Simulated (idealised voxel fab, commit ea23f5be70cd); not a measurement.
Process module, titled voxel wiring stack
This is section cut - it's 275 nm across, gridded in 5 nm square cells.
For the purposes of this document, a cross-section shall be understood as a grid of square cells, specified as bands listed in top-to-bottom order, each band consisting of one or more rows of cells. Heads up on the band format: heights come first, top then bottom, in nm. After that it's the materials left to right, each with its width in nm. A single material flagged "full width" fills the whole band edge to edge, and "blank" means there's empty space there. We count height from 0. Below that, the starting wafer is all one material. The lowest band never ends at the bottom but goes on down; see "0 nm and below" for how that is written. Top row gets the first number, bottom row gets the second, and each row in between changes by the same step: that is how a band width like "30..40" works. Given "identical to before" for a step, no cell of the cross-section differs between before and after that step. For the entry "Closed void entries", the listed items are empty spaces with no open way to the top whose size is 8 cells or more; each item follows the pattern width x height at distance, where distance is from the left edge and all three are in nm. That trailing text on a step's line, after the settings, is the simulator's own remark on the step. Steps that use a mask can have "overlay nm" on their line. It says how far the mask sat to the right of where it was meant to be. Negative means to the left. Each of the pairs that make up the rest of this document says: here is the cross-section before one process step, here is the cross-section after it, drawn only down to the lowest band that changed, and here, under the pair, is the step lying between them with its settings. Different pairs may come from different runs of this module on the same starting wafer, so a pair continues from the pair above it only where its entry headed "Cross-section, before" says so.

# Cross-section, before
- 125 nm to 110 nm = W full width
- 110 nm to 105 nm = TiN full width
- 105 nm to 85 nm = lowk: 65 / TiN: 5 / W: 5 / TiN: 5 / lowk: 25 / TiN: 5 / W: 5 / TiN: 5 / lowk: 25 / TiN: 5 / W: 5 / TiN: 5 / lowk: 25 / TiN: 5 / W: 5 / TiN: 5 / lowk: 75
- 85 nm to 80 nm = SiCN: 65 / TiN: 15 / SiCN: 25 / TiN: 15 / SiCN: 25 / TiN: 15 / SiCN: 25 / TiN: 15 / SiCN: 75
- 80 nm to 60 nm = SiO2: 65 / TiN: 5 / Ru: 10 / TiN: 5 / SiO2: 20 / TiN: 5 / Ru: 10 / TiN: 5 / SiO2: 20 / TiN: 5 / Ru: 10 / TiN: 5 / SiO2: 20 / TiN: 5 / Ru: 10 / TiN: 5 / SiO2: 70
- 60 nm to 55 nm = SiN: 65 / TiN: 20 / SiN: 20 / TiN: 20 / SiN: 20 / TiN: 20 / SiN: 20 / TiN: 20 / SiN: 70
- 55 nm to 35 nm = SiO2: 65 / Ru: 15 / SiO2: 25 / Ru: 15 / SiO2: 25 / Ru: 15 / SiO2: 25 / Ru: 15 / SiO2: 75
- 35 nm to 30 nm = SiCN: 65 / Ru: 15 / SiCN: 25 / Ru: 15 / SiCN: 25 / Ru: 15 / SiCN: 25 / Ru: 15 / SiCN: 75
- 30 nm to 15 nm = SiO2: 65 / TiN: 5 / Cu: 10 / TiN: 5 / SiO2: 20 / TiN: 5 / Cu: 10 / TiN: 5 / SiO2: 20 / TiN: 5 / Cu: 10 / TiN: 5 / SiO2: 20 / TiN: 5 / Cu: 10 / TiN: 5 / SiO2: 70
- 15 nm to 10 nm = SiN: 65 / TiN: 20 / SiN: 20 / TiN: 20 / SiN: 20 / TiN: 20 / SiN: 20 / TiN: 20 / SiN: 70
- 10 nm to 0 nm = SiO2 full width
- 0 nm and below = Si full width
- Closed void entries: none

# Resultant Cross-Section
- 125 nm to 110 nm = blank: 70 / W: 15 / blank: 25 / W: 15 / blank: 25 / W: 15 / blank: 25 / W: 15 / blank: 70
- Below a height of 110, the structure has not been altered.
- Closed void entries: none
The two cross-sections above are separated by a single process step, namely MASKED_ETCH: tone cover, mask id METAL_3, width nm 15, pitch nm 40, etch materials W, depth nm 15, overlay nm 0

Cross-section, before: as shown after the step in the preceding pair, directly above.

# Resultant Cross-Section
- 125 nm to 110 nm = blank: 70 / W: 15 / blank: 25 / W: 15 / blank: 25 / W: 15 / blank: 25 / W: 15 / blank: 70
- 110 nm to 105 nm = blank: 65 / TiN: 20 / blank: 20 / TiN: 20 / blank: 20 / TiN: 20 / blank: 20 / TiN: 20 / blank: 70
- Below a height of 105, the structure has not been altered.
- Closed void entries: none
The two cross-sections above are separated by a single process step, namely MASKED_ETCH: tone cover, mask id METAL_3, width nm 20, pitch nm 40, etch materials TiN, depth nm 5, overlay nm 0

Cross-section, before: as shown after the step in the preceding pair, directly above.

# Resultant Cross-Section
- 130 nm to 125 nm = lowk full width
- 125 nm to 110 nm = lowk: 70 / W: 15 / lowk: 25 / W: 15 / lowk: 25 / W: 15 / lowk: 25 / W: 15 / lowk: 70
- 110 nm to 105 nm = lowk: 65 / TiN: 20 / lowk: 20 / TiN: 20 / lowk: 20 / TiN: 20 / lowk: 20 / TiN: 20 / lowk: 70
- Below a height of 105, the structure has not been altered.
- Closed void entries: none
The two cross-sections above are separated by a single process step, namely FILL_DEP: material lowk, thk nm 5

Cross-section, before: as shown after the step in the preceding pair, directly above.

# Resultant Cross-Section
- 125 nm to 110 nm = lowk: 70 / W: 15 / lowk: 25 / W: 15 / lowk: 25 / W: 15 / lowk: 25 / W: 15 / lowk: 70
- Below a height of 110, the structure has not been altered.
- Closed void entries: none
The two cross-sections above are separated by a single process step, namely CMP: height nm 125

Cross-section, before: as shown after the step in the preceding pair, directly above.

# Resultant Cross-Section
- 130 nm to 125 nm = SiCN full width
- Below a height of 125, the structure has not been altered.
- Closed void entries: none
The two cross-sections above are separated by a single process step, namely CONFORMAL_DEP: material SiCN, thk nm 5

# Cross-section, before
- 40 nm to 30 nm = aC full width
- 30 nm to 15 nm = SiO2 full width
- 15 nm to 10 nm = SiN full width
- 10 nm to 0 nm = SiO2 full width
- 0 nm and below = Si full width
- Closed void entries: none

# Resultant Cross-Section
- 65 nm to 40 nm = resist: 75 / blank: 20 / resist: 20 / blank: 20 / resist: 20 / blank: 20 / resist: 20 / blank: 20 / resist: 60
- Below a height of 40, the structure has not been altered.
- Closed void entries: none
The two cross-sections above are separated by a single process step, namely PATTERN: tone open, mask id METAL_1, material resist, width nm 20, pitch nm 40, thk nm 25, overlay nm 10

Cross-section, before: as shown after the step in the preceding pair, directly above.

# Resultant Cross-Section
- 55 nm to 40 nm = resist: 75 / blank: 20 / resist: 20 / blank: 20 / resist: 20 / blank: 20 / resist: 20 / blank: 20 / resist: 60
- 40 nm to 30 nm = aC: 75 / blank: 20 / aC: 20 / blank: 20 / aC: 20 / blank: 20 / aC: 20 / blank: 20 / aC: 60
- Below a height of 30, the structure has not been altered.
- Closed void entries: none
The two cross-sections above are separated by a single process step, namely DIRECTIONAL_ETCH: etch materials aC, depth nm 10

Cross-section, before: as shown after the step in the preceding pair, directly above.

# Resultant Cross-Section
- 40 nm to 30 nm = aC: 75 / blank: 20 / aC: 20 / blank: 20 / aC: 20 / blank: 20 / aC: 20 / blank: 20 / aC: 60
- Below a height of 30, the structure has not been altered.
- Closed void entries: none
The two cross-sections above are separated by a single process step, namely STRIP: etch materials resist

Cross-section, before: as shown after the step in the preceding pair, directly above.

# Resultant Cross-Section
- 40 nm to 30 nm = aC: 75 / blank: 20 / aC: 20 / blank: 20 / aC: 20 / blank: 20 / aC: 20 / blank: 20 / aC: 60
- 30 nm to 15 nm = SiO2: 75 / blank: 20 / SiO2: 20 / blank: 20 / SiO2: 20 / blank: 20 / SiO2: 20 / blank: 20 / SiO2: 60
- Below a height of 15, the structure has not been altered.
- Closed void entries: none
The two cross-sections above are separated by a single process step, namely DIRECTIONAL_ETCH: etch materials SiO2, depth nm 15

Cross-section, before: as shown after the step in the preceding pair, directly above.

# Resultant Cross-Section
- 40 nm to 30 nm = aC: 75 / blank: 20 / aC: 20 / blank: 20 / aC: 20 / blank: 20 / aC: 20 / blank: 20 / aC: 60
- 30 nm to 15 nm = SiO2: 75 / blank: 20 / SiO2: 20 / blank: 20 / SiO2: 20 / blank: 20 / SiO2: 20 / blank: 20 / SiO2: 60
- 15 nm to 10 nm = SiN: 75 / blank: 20 / SiN: 20 / blank: 20 / SiN: 20 / blank: 20 / SiN: 20 / blank: 20 / SiN: 60
- Below a height of 10, the structure has not been altered.
- Closed void entries: none
The two cross-sections above are separated by a single process step, namely DIRECTIONAL_ETCH: etch materials SiN, depth nm 5

Cross-section, before: as shown after the step in the preceding pair, directly above.

# Resultant Cross-Section
- 30 nm to 15 nm = SiO2: 75 / blank: 20 / SiO2: 20 / blank: 20 / SiO2: 20 / blank: 20 / SiO2: 20 / blank: 20 / SiO2: 60
- Below a height of 15, the structure has not been altered.
- Closed void entries: none
The two cross-sections above are separated by a single process step, namely STRIP: etch materials aC

Cross-section, before: as shown after the step in the preceding pair, directly above.

# Resultant Cross-Section
- 35 nm to 30 nm = TiN: 80 / blank: 10 / TiN: 30 / blank: 10 / TiN: 30 / blank: 10 / TiN: 30 / blank: 10 / TiN: 65
- 30 nm to 15 nm = SiO2: 75 / TiN: 5 / blank: 10 / TiN: 5 / SiO2: 20 / TiN: 5 / blank: 10 / TiN: 5 / SiO2: 20 / TiN: 5 / blank: 10 / TiN: 5 / SiO2: 20 / TiN: 5 / blank: 10 / TiN: 5 / SiO2: 60
- 15 nm to 10 nm = SiN: 75 / TiN: 20 / SiN: 20 / TiN: 20 / SiN: 20 / TiN: 20 / SiN: 20 / TiN: 20 / SiN: 60
- Below a height of 10, the structure has not been altered.
- Closed void entries: none
The two cross-sections above are separated by a single process step, namely CONFORMAL_DEP: material TiN, thk nm 5

Cross-section, before: as shown after the step in the preceding pair, directly above.

# Resultant Cross-Section
- 40 nm to 35 nm = Cu full width
- 35 nm to 30 nm = TiN: 80 / Cu: 10 / TiN: 30 / Cu: 10 / TiN: 30 / Cu: 10 / TiN: 30 / Cu: 10 / TiN: 65
- 30 nm to 15 nm = SiO2: 75 / TiN: 5 / Cu: 10 / TiN: 5 / SiO2: 20 / TiN: 5 / Cu: 10 / TiN: 5 / SiO2: 20 / TiN: 5 / Cu: 10 / TiN: 5 / SiO2: 20 / TiN: 5 / Cu: 10 / TiN: 5 / SiO2: 60
- Below a height of 15, the structure has not been altered.
- Closed void entries: none
The two cross-sections above are separated by a single process step, namely FILL_DEP: material Cu, thk nm 5

Cross-section, before: as shown after the step in the preceding pair, directly above.

# Resultant Cross-Section
- 30 nm to 15 nm = SiO2: 75 / TiN: 5 / Cu: 10 / TiN: 5 / SiO2: 20 / TiN: 5 / Cu: 10 / TiN: 5 / SiO2: 20 / TiN: 5 / Cu: 10 / TiN: 5 / SiO2: 20 / TiN: 5 / Cu: 10 / TiN: 5 / SiO2: 60
- Below a height of 15, the structure has not been altered.
- Closed void entries: none
The two cross-sections above are separated by a single process step, namely CMP: height nm 30

Cross-section, before: as shown after the step in the preceding pair, directly above.

# Resultant Cross-Section
- 35 nm to 30 nm = SiCN full width
- Below a height of 30, the structure has not been altered.
- Closed void entries: none
The two cross-sections above are separated by a single process step, namely CONFORMAL_DEP: material SiCN, thk nm 5

Cross-section, before: as shown after the step in the preceding pair, directly above.

# Resultant Cross-Section
- 55 nm to 35 nm = SiO2 full width
- Below a height of 35, the structure has not been altered.
- Closed void entries: none
The two cross-sections above are separated by a single process step, namely DIRECTIONAL_DEP: material SiO2, thk nm 20

Cross-section, before: as shown after the step in the preceding pair, directly above.

# Resultant Cross-Section
- 55 nm to 35 nm = SiO2: 65 / blank: 15 / SiO2: 25 / blank: 15 / SiO2: 25 / blank: 15 / SiO2: 25 / blank: 15 / SiO2: 75
- Below a height of 35, the structure has not been altered.
- Closed void entries: none
The two cross-sections above are separated by a single process step, namely MASKED_ETCH: tone open, mask id PLUG_1, width nm 15, pitch nm 40, etch materials SiO2, depth nm 20, overlay nm 0

Cross-section, before: as shown after the step in the preceding pair, directly above.

# Resultant Cross-Section
- 55 nm to 35 nm = SiO2: 65 / blank: 15 / SiO2: 25 / blank: 15 / SiO2: 25 / blank: 15 / SiO2: 25 / blank: 15 / SiO2: 75
- 35 nm to 30 nm = SiCN: 65 / blank: 15 / SiCN: 25 / blank: 15 / SiCN: 25 / blank: 15 / SiCN: 25 / blank: 15 / SiCN: 75
- Below a height of 30, the structure has not been altered.
- Closed void entries: none
The two cross-sections above are separated by a single process step, namely MASKED_ETCH: tone open, mask id PLUG_1, width nm 15, pitch nm 40, etch materials SiCN, depth nm 5, overlay nm 0

Cross-section, before: as shown after the step in the preceding pair, directly above.

# Resultant Cross-Section
- 55 nm to 40 nm = SiO2: 65 / blank: 15 / SiO2: 25 / blank: 15 / SiO2: 25 / blank: 15 / SiO2: 25 / blank: 15 / SiO2: 75
- 40 nm to 35 nm = SiO2: 65 / Ru: 15 / SiO2: 25 / Ru: 15 / SiO2: 25 / Ru: 15 / SiO2: 25 / Ru: 15 / SiO2: 75
- 35 nm to 30 nm = SiCN: 65 / Ru: 15 / SiCN: 25 / Ru: 15 / SiCN: 25 / Ru: 15 / SiCN: 25 / Ru: 15 / SiCN: 75
- Below a height of 30, the structure has not been altered.
- Closed void entries: none
The two cross-sections above are separated by a single process step, namely EPI: material Ru, thk nm 10

Cross-section, before: as shown after the step in the preceding pair, directly above.

# Resultant Cross-Section
- 55 nm to 50 nm = SiO2: 65 / blank: 15 / SiO2: 25 / blank: 15 / SiO2: 25 / blank: 15 / SiO2: 25 / blank: 15 / SiO2: 75
- 50 nm to 35 nm = SiO2: 65 / Ru: 15 / SiO2: 25 / Ru: 15 / SiO2: 25 / Ru: 15 / SiO2: 25 / Ru: 15 / SiO2: 75
- Below a height of 35, the structure has not been altered.
- Closed void entries: none
The two cross-sections above are separated by a single process step, namely EPI: material Ru, thk nm 10

Cross-section, before: as shown after the step in the preceding pair, directly above.

# Resultant Cross-Section
- 55 nm to 35 nm = SiO2: 65 / Ru: 15 / SiO2: 25 / Ru: 15 / SiO2: 25 / Ru: 15 / SiO2: 25 / Ru: 15 / SiO2: 75
- Below a height of 35, the structure has not been altered.
- Closed void entries: none
The two cross-sections above are separated by a single process step, namely EPI: material Ru, thk nm 5

Cross-section, before: as shown after the step in the preceding pair, directly above.

# Resultant Cross-Section
- 60 nm to 55 nm = SiN full width
- Below a height of 55, the structure has not been altered.
- Closed void entries: none
The two cross-sections above are separated by a single process step, namely CONFORMAL_DEP: material SiN, thk nm 5

Cross-section, before: as shown after the step in the preceding pair, directly above.

# Resultant Cross-Section
- 80 nm to 60 nm = SiO2 full width
- Below a height of 60, the structure has not been altered.
- Closed void entries: none
The two cross-sections above are separated by a single process step, namely DIRECTIONAL_DEP: material SiO2, thk nm 20

Cross-section, before: as shown after the step in the preceding pair, directly above.

# Resultant Cross-Section
- 90 nm to 80 nm = aC full width
- Below a height of 80, the structure has not been altered.
- Closed void entries: none
The two cross-sections above are separated by a single process step, namely DIRECTIONAL_DEP: material aC, thk nm 10

Cross-section, before: as shown after the step in the preceding pair, directly above.

# Resultant Cross-Section
- 115 nm to 90 nm = resist: 65 / blank: 20 / resist: 20 / blank: 20 / resist: 20 / blank: 20 / resist: 20 / blank: 20 / resist: 70
- Below a height of 90, the structure has not been altered.
- Closed void entries: none
The two cross-sections above are separated by a single process step, namely PATTERN: tone open, mask id METAL_2, material resist, width nm 20, pitch nm 40, thk nm 25, overlay nm 0

Cross-section, before: as shown after the step in the preceding pair, directly above.

# Resultant Cross-Section
- 105 nm to 90 nm = resist: 65 / blank: 20 / resist: 20 / blank: 20 / resist: 20 / blank: 20 / resist: 20 / blank: 20 / resist: 70
- 90 nm to 80 nm = aC: 65 / blank: 20 / aC: 20 / blank: 20 / aC: 20 / blank: 20 / aC: 20 / blank: 20 / aC: 70
- Below a height of 80, the structure has not been altered.
- Closed void entries: none
The two cross-sections above are separated by a single process step, namely DIRECTIONAL_ETCH: etch materials aC, depth nm 10

Cross-section, before: as shown after the step in the preceding pair, directly above.

# Resultant Cross-Section
- 90 nm to 80 nm = aC: 65 / blank: 20 / aC: 20 / blank: 20 / aC: 20 / blank: 20 / aC: 20 / blank: 20 / aC: 70
- Below a height of 80, the structure has not been altered.
- Closed void entries: none
The two cross-sections above are separated by a single process step, namely STRIP: etch materials resist

Cross-section, before: as shown after the step in the preceding pair, directly above.

# Resultant Cross-Section
- 90 nm to 80 nm = aC: 65 / blank: 20 / aC: 20 / blank: 20 / aC: 20 / blank: 20 / aC: 20 / blank: 20 / aC: 70
- 80 nm to 60 nm = SiO2: 65 / blank: 20 / SiO2: 20 / blank: 20 / SiO2: 20 / blank: 20 / SiO2: 20 / blank: 20 / SiO2: 70
- Below a height of 60, the structure has not been altered.
- Closed void entries: none
The two cross-sections above are separated by a single process step, namely DIRECTIONAL_ETCH: etch materials SiO2, depth nm 20

Cross-section, before: as shown after the step in the preceding pair, directly above.

# Resultant Cross-Section
- 90 nm to 80 nm = aC: 65 / blank: 20 / aC: 20 / blank: 20 / aC: 20 / blank: 20 / aC: 20 / blank: 20 / aC: 70
- 80 nm to 60 nm = SiO2: 65 / blank: 20 / SiO2: 20 / blank: 20 / SiO2: 20 / blank: 20 / SiO2: 20 / blank: 20 / SiO2: 70
- 60 nm to 55 nm = SiN: 65 / blank: 20 / SiN: 20 / blank: 20 / SiN: 20 / blank: 20 / SiN: 20 / blank: 20 / SiN: 70
- Below a height of 55, the structure has not been altered.
- Closed void entries: none
The two cross-sections above are separated by a single process step, namely DIRECTIONAL_ETCH: etch materials SiN, depth nm 5

Cross-section, before: as shown after the step in the preceding pair, directly above.

# Resultant Cross-Section
- 80 nm to 60 nm = SiO2: 65 / blank: 20 / SiO2: 20 / blank: 20 / SiO2: 20 / blank: 20 / SiO2: 20 / blank: 20 / SiO2: 70
- Below a height of 60, the structure has not been altered.
- Closed void entries: none
The two cross-sections above are separated by a single process step, namely STRIP: etch materials aC

Cross-section, before: as shown after the step in the preceding pair, directly above.

# Resultant Cross-Section
- 85 nm to 80 nm = TiN: 70 / blank: 10 / TiN: 30 / blank: 10 / TiN: 30 / blank: 10 / TiN: 30 / blank: 10 / TiN: 75
- 80 nm to 60 nm = SiO2: 65 / TiN: 5 / blank: 10 / TiN: 5 / SiO2: 20 / TiN: 5 / blank: 10 / TiN: 5 / SiO2: 20 / TiN: 5 / blank: 10 / TiN: 5 / SiO2: 20 / TiN: 5 / blank: 10 / TiN: 5 / SiO2: 70
- 60 nm to 55 nm = SiN: 65 / TiN: 20 / SiN: 20 / TiN: 20 / SiN: 20 / TiN: 20 / SiN: 20 / TiN: 20 / SiN: 70
- Below a height of 55, the structure has not been altered.
- Closed void entries: none
The two cross-sections above are separated by a single process step, namely CONFORMAL_DEP: material TiN, thk nm 5

Cross-section, before: as shown after the step in the preceding pair, directly above.

# Resultant Cross-Section
- 95 nm to 85 nm = Ru full width
- 85 nm to 80 nm = TiN: 70 / Ru: 10 / TiN: 30 / Ru: 10 / TiN: 30 / Ru: 10 / TiN: 30 / Ru: 10 / TiN: 75
- 80 nm to 60 nm = SiO2: 65 / TiN: 5 / Ru: 10 / TiN: 5 / SiO2: 20 / TiN: 5 / Ru: 10 / TiN: 5 / SiO2: 20 / TiN: 5 / Ru: 10 / TiN: 5 / SiO2: 20 / TiN: 5 / Ru: 10 / TiN: 5 / SiO2: 70
- Below a height of 60, the structure has not been altered.
- Closed void entries: none
The two cross-sections above are separated by a single process step, namely FILL_DEP: material Ru, thk nm 10

Cross-section, before: as shown after the step in the preceding pair, directly above.

# Resultant Cross-Section
- 80 nm to 60 nm = SiO2: 65 / TiN: 5 / Ru: 10 / TiN: 5 / SiO2: 20 / TiN: 5 / Ru: 10 / TiN: 5 / SiO2: 20 / TiN: 5 / Ru: 10 / TiN: 5 / SiO2: 20 / TiN: 5 / Ru: 10 / TiN: 5 / SiO2: 70
- Below a height of 60, the structure has not been altered.
- Closed void entries: none
The two cross-sections above are separated by a single process step, namely CMP: height nm 80

Cross-section, before: as shown after the step in the preceding pair, directly above.

# Resultant Cross-Section
- 85 nm to 80 nm = SiCN full width
- Below a height of 80, the structure has not been altered.
- Closed void entries: none
The two cross-sections above are separated by a single process step, namely CONFORMAL_DEP: material SiCN, thk nm 5

Cross-section, before: as shown after the step in the preceding pair, directly above.

# Resultant Cross-Section
- 105 nm to 85 nm = lowk full width
- Below a height of 85, the structure has not been altered.
- Closed void entries: none
The two cross-sections above are separated by a single process step, namely DIRECTIONAL_DEP: material lowk, thk nm 20

Cross-section, before: as shown after the step in the preceding pair, directly above.

# Resultant Cross-Section
- 120 nm to 105 nm = aC full width
- Below a height of 105, the structure has not been altered.
- Closed void entries: none
The two cross-sections above are separated by a single process step, namely DIRECTIONAL_DEP: material aC, thk nm 15

Cross-section, before: as shown after the step in the preceding pair, directly above.

# Resultant Cross-Section
- 150 nm to 120 nm = resist: 65 / blank: 15 / resist: 25 / blank: 15 / resist: 25 / blank: 15 / resist: 25 / blank: 15 / resist: 75
- Below a height of 120, the structure has not been altered.
- Closed void entries: none
The two cross-sections above are separated by a single process step, namely PATTERN: tone open, mask id PLUG_2, material resist, width nm 15, pitch nm 40, thk nm 30, overlay nm 0

Cross-section, before: as shown after the step in the preceding pair, directly above.

# Resultant Cross-Section
- 135 nm to 120 nm = resist: 65 / blank: 15 / resist: 25 / blank: 15 / resist: 25 / blank: 15 / resist: 25 / blank: 15 / resist: 75
- 120 nm to 105 nm = aC: 65 / blank: 15 / aC: 25 / blank: 15 / aC: 25 / blank: 15 / aC: 25 / blank: 15 / aC: 75
- Below a height of 105, the structure has not been altered.
- Closed void entries: none
The two cross-sections above are separated by a single process step, namely DIRECTIONAL_ETCH: etch materials aC, depth nm 15

Cross-section, before: as shown after the step in the preceding pair, directly above.

# Resultant Cross-Section
- 120 nm to 105 nm = aC: 65 / blank: 15 / aC: 25 / blank: 15 / aC: 25 / blank: 15 / aC: 25 / blank: 15 / aC: 75
- Below a height of 105, the structure has not been altered.
- Closed void entries: none
The two cross-sections above are separated by a single process step, namely STRIP: etch materials resist

Cross-section, before: as shown after the step in the preceding pair, directly above.

# Resultant Cross-Section
- 120 nm to 105 nm = aC: 65 / blank: 15 / aC: 25 / blank: 15 / aC: 25 / blank: 15 / aC: 25 / blank: 15 / aC: 75
- 105 nm to 85 nm = lowk: 65 / blank: 15 / lowk: 25 / blank: 15 / lowk: 25 / blank: 15 / lowk: 25 / blank: 15 / lowk: 75
- Below a height of 85, the structure has not been altered.
- Closed void entries: none
The two cross-sections above are separated by a single process step, namely DIRECTIONAL_ETCH: etch materials lowk, depth nm 20

Cross-section, before: as shown after the step in the preceding pair, directly above.

# Resultant Cross-Section
- 120 nm to 105 nm = aC: 65 / blank: 15 / aC: 25 / blank: 15 / aC: 25 / blank: 15 / aC: 25 / blank: 15 / aC: 75
- 105 nm to 85 nm = lowk: 65 / blank: 15 / lowk: 25 / blank: 15 / lowk: 25 / blank: 15 / lowk: 25 / blank: 15 / lowk: 75
- 85 nm to 80 nm = SiCN: 65 / blank: 15 / SiCN: 25 / blank: 15 / SiCN: 25 / blank: 15 / SiCN: 25 / blank: 15 / SiCN: 75
- Below a height of 80, the structure has not been altered.
- Closed void entries: none
The two cross-sections above are separated by a single process step, namely DIRECTIONAL_ETCH: etch materials SiCN, depth nm 5

Cross-section, before: as shown after the step in the preceding pair, directly above.

# Resultant Cross-Section
- 105 nm to 85 nm = lowk: 65 / blank: 15 / lowk: 25 / blank: 15 / lowk: 25 / blank: 15 / lowk: 25 / blank: 15 / lowk: 75
- Below a height of 85, the structure has not been altered.
- Closed void entries: none
The two cross-sections above are separated by a single process step, namely STRIP: etch materials aC

Cross-section, before: as shown after the step in the preceding pair, directly above.

# Resultant Cross-Section
- 110 nm to 105 nm = TiN: 70 / blank: 5 / TiN: 35 / blank: 5 / TiN: 35 / blank: 5 / TiN: 35 / blank: 5 / TiN: 80
- 105 nm to 85 nm = lowk: 65 / TiN: 5 / blank: 5 / TiN: 5 / lowk: 25 / TiN: 5 / blank: 5 / TiN: 5 / lowk: 25 / TiN: 5 / blank: 5 / TiN: 5 / lowk: 25 / TiN: 5 / blank: 5 / TiN: 5 / lowk: 75
- 85 nm to 80 nm = SiCN: 65 / TiN: 15 / SiCN: 25 / TiN: 15 / SiCN: 25 / TiN: 15 / SiCN: 25 / TiN: 15 / SiCN: 75
- Below a height of 80, the structure has not been altered.
- Closed void entries: none
The two cross-sections above are separated by a single process step, namely CONFORMAL_DEP: material TiN, thk nm 5

Cross-section, before: as shown after the step in the preceding pair, directly above.

# Resultant Cross-Section
- 120 nm to 110 nm = W full width
- 110 nm to 105 nm = TiN: 70 / W: 5 / TiN: 35 / W: 5 / TiN: 35 / W: 5 / TiN: 35 / W: 5 / TiN: 80
- 105 nm to 85 nm = lowk: 65 / TiN: 5 / W: 5 / TiN: 5 / lowk: 25 / TiN: 5 / W: 5 / TiN: 5 / lowk: 25 / TiN: 5 / W: 5 / TiN: 5 / lowk: 25 / TiN: 5 / W: 5 / TiN: 5 / lowk: 75
- Below a height of 85, the structure has not been altered.
- Closed void entries: none
The two cross-sections above are separated by a single process step, namely FILL_DEP: material W, thk nm 10

Cross-section, before: as shown after the step in the preceding pair, directly above.

# Resultant Cross-Section
- 105 nm to 85 nm = lowk: 65 / TiN: 5 / W: 5 / TiN: 5 / lowk: 25 / TiN: 5 / W: 5 / TiN: 5 / lowk: 25 / TiN: 5 / W: 5 / TiN: 5 / lowk: 25 / TiN: 5 / W: 5 / TiN: 5 / lowk: 75
- Below a height of 85, the structure has not been altered.
- Closed void entries: none
The two cross-sections above are separated by a single process step, namely CMP: height nm 105

Cross-section, before: as shown after the step in the preceding pair, directly above.

# Resultant Cross-Section
- 110 nm to 105 nm = TiN full width
- Below a height of 105, the structure has not been altered.
- Closed void entries: none
The two cross-sections above are separated by a single process step, namely DIRECTIONAL_DEP: material TiN, thk nm 5

Cross-section, before: as shown after the step in the preceding pair, directly above.

# Resultant Cross-Section
- 125 nm to 110 nm = W full width
- Below a height of 110, the structure has not been altered.
- Closed void entries: none
The two cross-sections above are separated by a single process step, namely DIRECTIONAL_DEP: material W, thk nm 15

Cross-section, before: as shown after the step in the preceding pair, directly above.

# Resultant Cross-Section
- 125 nm to 110 nm = blank: 65 / W: 20 / blank: 20 / W: 20 / blank: 20 / W: 20 / blank: 20 / W: 20 / blank: 70
- Below a height of 110, the structure has not been altered.
- Closed void entries: none
The two cross-sections above are separated by a single process step, namely MASKED_ETCH: tone cover, mask id METAL_3, width nm 20, pitch nm 40, etch materials W, depth nm 15, overlay nm 0

Cross-section, before: as shown after the step in the preceding pair, directly above.

# Resultant Cross-Section
- 125 nm to 110 nm = blank: 65 / W: 20 / blank: 20 / W: 20 / blank: 20 / W: 20 / blank: 20 / W: 20 / blank: 70
- 110 nm to 105 nm = blank: 65 / TiN: 20 / blank: 20 / TiN: 20 / blank: 20 / TiN: 20 / blank: 20 / TiN: 20 / blank: 70
- Below a height of 105, the structure has not been altered.
- Closed void entries: none
The two cross-sections above are separated by a single process step, namely MASKED_ETCH: tone cover, mask id METAL_3, width nm 20, pitch nm 40, etch materials TiN, depth nm 5, overlay nm 0

Cross-section, before: as shown after the step in the preceding pair, directly above.

# Resultant Cross-Section
- 130 nm to 125 nm = lowk full width
- 125 nm to 110 nm = lowk: 65 / W: 20 / lowk: 20 / W: 20 / lowk: 20 / W: 20 / lowk: 20 / W: 20 / lowk: 70
- 110 nm to 105 nm = lowk: 65 / TiN: 20 / lowk: 20 / TiN: 20 / lowk: 20 / TiN: 20 / lowk: 20 / TiN: 20 / lowk: 70
- Below a height of 105, the structure has not been altered.
- Closed void entries: none
The two cross-sections above are separated by a single process step, namely FILL_DEP: material lowk, thk nm 5

Cross-section, before: as shown after the step in the preceding pair, directly above.

# Resultant Cross-Section
- 125 nm to 110 nm = lowk: 65 / W: 20 / lowk: 20 / W: 20 / lowk: 20 / W: 20 / lowk: 20 / W: 20 / lowk: 70
- Below a height of 110, the structure has not been altered.
- Closed void entries: none
The two cross-sections above are separated by a single process step, namely CMP: height nm 125

Cross-section, before: as shown after the step in the preceding pair, directly above.

# Resultant Cross-Section
- 130 nm to 125 nm = SiCN full width
- Below a height of 125, the structure has not been altered.
- Closed void entries: none
The two cross-sections above are separated by a single process step, namely CONFORMAL_DEP: material SiCN, thk nm 5

# Cross-section, before
- 80 nm to 60 nm = SiO2: 65 / TiN: 5 / Ru: 10 / TiN: 5 / SiO2: 20 / TiN: 5 / Ru: 10 / TiN: 5 / SiO2: 20 / TiN: 5 / Ru: 10 / TiN: 5 / SiO2: 20 / TiN: 5 / Ru: 10 / TiN: 5 / SiO2: 70
- 60 nm to 55 nm = SiN: 65 / TiN: 20 / SiN: 20 / TiN: 20 / SiN: 20 / TiN: 20 / SiN: 20 / TiN: 20 / SiN: 70
- 55 nm to 35 nm = SiO2: 65 / Ru: 15 / SiO2: 25 / Ru: 15 / SiO2: 25 / Ru: 15 / SiO2: 25 / Ru: 15 / SiO2: 75
- 35 nm to 30 nm = SiCN: 65 / Ru: 15 / SiCN: 25 / Ru: 15 / SiCN: 25 / Ru: 15 / SiCN: 25 / Ru: 15 / SiCN: 75
- 30 nm to 15 nm = SiO2: 65 / TiN: 5 / Cu: 10 / TiN: 5 / SiO2: 20 / TiN: 5 / Cu: 10 / TiN: 5 / SiO2: 20 / TiN: 5 / Cu: 10 / TiN: 5 / SiO2: 20 / TiN: 5 / Cu: 10 / TiN: 5 / SiO2: 70
- 15 nm to 10 nm = SiN: 65 / TiN: 20 / SiN: 20 / TiN: 20 / SiN: 20 / TiN: 20 / SiN: 20 / TiN: 20 / SiN: 70
- 10 nm to 0 nm = SiO2 full width
- 0 nm and below = Si full width
- Closed void entries: none

# Resultant Cross-Section
- 85 nm to 80 nm = lowk full width
- Below a height of 80, the structure has not been altered.
- Closed void entries: none
The two cross-sections above are separated by a single process step, namely CONFORMAL_DEP: material lowk, thk nm 5

Cross-section, before: as shown after the step in the preceding pair, directly above.

# Resultant Cross-Section
- 105 nm to 80 nm = lowk full width
- Below a height of 80, the structure has not been altered.
- Closed void entries: none
The two cross-sections above are separated by a single process step, namely DIRECTIONAL_DEP: material lowk, thk nm 20

Cross-section, before: as shown after the step in the preceding pair, directly above.

# Resultant Cross-Section
- 120 nm to 105 nm = aC full width
- Below a height of 105, the structure has not been altered.
- Closed void entries: none
The two cross-sections above are separated by a single process step, namely DIRECTIONAL_DEP: material aC, thk nm 15
